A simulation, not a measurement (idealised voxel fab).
process module | voxel gate over fins
cross-section cut | 155 nm wide | cells 5 nm
A cross-section is a grid of square cells, given in bands from the top down. A band is one or more rows of cells.
Each band's line starts with the height of the band's top and of its bottom, in nm. Then come its materials from left to right, each with its width in nm. One material with "throughout" fills the band from edge to edge. "air" is empty space.
Height 0 is the level under which the wafer as received is all one material. The lowest band goes on downwards, as in "0 down".
A width such as "30 to 40" changes by the same amount from each row of cells to the next, from the band's top row to its bottom row.
"no change" after a step means that no cell of the cross-section changed.
closed voids: empty space of 8 cells or more with no open way to the top, each as width x height at its distance from the left edge, in nm
after a step's settings: what the simulator itself notes on the step
overlay nm, on a step with a mask: how far to the right of its planned place the mask lay; to the left if negative
plan
1 op RECEIVE | material Si
2 op CONFORMAL_DEP | material SiN | thk nm 10
3 op DIRECTIONAL_DEP | material aC | thk nm 15
4 op PATTERN | tone cover | mask id FINS | material resist | width nm 15 | pitch nm 50 | thk nm 35 | overlay nm 0
5 op DIRECTIONAL_ETCH | etch materials aC | depth nm 15
6 op STRIP | etch materials resist
7 op DIRECTIONAL_ETCH | etch materials SiN | depth nm 10
8 op DIRECTIONAL_ETCH | etch materials Si | depth nm 35
9 op STRIP | etch materials aC
10 op FILL_DEP | material SiO2 | thk nm 5
11 op CMP | height nm 10
12 op DIRECTIONAL_DEP | material aC | thk nm 10
13 op PATTERN | tone open | mask id RAIL | material resist | width nm 15 | thk nm 30 | overlay nm 0
14 op DIRECTIONAL_ETCH | etch materials aC | depth nm 10
15 op STRIP | etch materials resist
16 op DIRECTIONAL_ETCH | etch materials SiO2 | depth nm 40
17 op STRIP | etch materials aC
18 op CONFORMAL_DEP | material TiN | thk nm 5
19 op FILL_DEP | material W | thk nm 5
20 op CMP | height nm 10
21 op SELECTIVE_ETCH | etch materials W Ru TiN | depth nm 25
22 op FILL_DEP | material SiO2 | thk nm 5
23 op CMP | height nm 10
24 op SELECTIVE_ETCH | etch materials SiO2 | depth nm 20
25 op STRIP | etch materials SiN
26 op CONFORMAL_DEP | material HfO2 | thk nm 5
27 op CONFORMAL_DEP | material TiN | thk nm 5
28 op FILL_DEP | material W | thk nm 15
29 op CMP | height nm 20
30 op CONFORMAL_DEP | material SiN | thk nm 10
as received, after step 1
  0 down: Si throughout
  closed voids: none
first wafer at the end, as planned
  30 to 20: SiN throughout
  20 to 10: W throughout
  10 to 5: W 10 | TiN 35 | W 15 | TiN 35 | W 15 | TiN 35 | W 10
  5 to 0: W 10 | TiN 5 | HfO2 25 | TiN 5 | W 15 | TiN 5 | HfO2 25 | TiN 5 | W 15 | TiN 5 | HfO2 25 | TiN 5 | W 10
  0 to -5: TiN 15 | HfO2 5 | Si 15 | HfO2 5 | TiN 25 | HfO2 5 | Si 15 | HfO2 5 | TiN 25 | HfO2 5 | Si 15 | HfO2 5 | TiN 15
  -5 to -10: HfO2 20 | Si 15 | HfO2 35 | Si 15 | HfO2 35 | Si 15 | HfO2 20
  -10 to -15: SiO2 20 | Si 15 | SiO2 35 | Si 15 | SiO2 35 | Si 15 | SiO2 20
  -15 to -25: SiO2 20 | Si 15 | SiO2 10 | TiN 5 | W 5 | TiN 5 | SiO2 10 | Si 15 | SiO2 35 | Si 15 | SiO2 20
  -25 to -30: SiO2 20 | Si 15 | SiO2 10 | TiN 15 | SiO2 10 | Si 15 | SiO2 35 | Si 15 | SiO2 20
  -30 to -35: SiO2 20 | Si 15 | SiO2 35 | Si 15 | SiO2 35 | Si 15 | SiO2 20
  -35 down: Si throughout
  closed voids: none
second wafer at the end: like start, like plan, one mistake
  30 to 20: SiN throughout
  20 to 10: W throughout
  10 to 5: W 10 | TiN 35 | W 15 | TiN 35 | W 15 | TiN 35 | W 10
  5 to 0: W 10 | TiN 5 | HfO2 25 | TiN 5 | W 15 | TiN 5 | HfO2 25 | TiN 5 | W 15 | TiN 5 | HfO2 25 | TiN 5 | W 10
  0 to -5: TiN 15 | HfO2 5 | Si 15 | HfO2 5 | TiN 25 | HfO2 5 | Si 15 | HfO2 5 | TiN 25 | HfO2 5 | Si 15 | HfO2 5 | TiN 15
  -5 to -10: HfO2 20 | Si 15 | HfO2 35 | Si 15 | HfO2 35 | Si 15 | HfO2 20
  -10 to -15: SiO2 20 | Si 15 | SiO2 35 | Si 15 | SiO2 35 | Si 15 | SiO2 20
  -15 to -20: SiO2 20 | Si 15 | SiO2 10 | TiN 5 | W 5 | TiN 5 | SiO2 10 | Si 15 | SiO2 35 | Si 15 | SiO2 20
  -20 to -25: SiO2 20 | Si 15 | SiO2 10 | TiN 15 | SiO2 10 | Si 15 | SiO2 35 | Si 15 | SiO2 20
  -25 down: Si throughout
  closed voids: none
what went wrong: step 8 ran as: op DIRECTIONAL_ETCH | etch materials Si | depth nm 25
at the end the second wafer has, in cells: 44 more of Si | 41 fewer of SiO2 | 2 fewer of TiN | 1 fewer of W
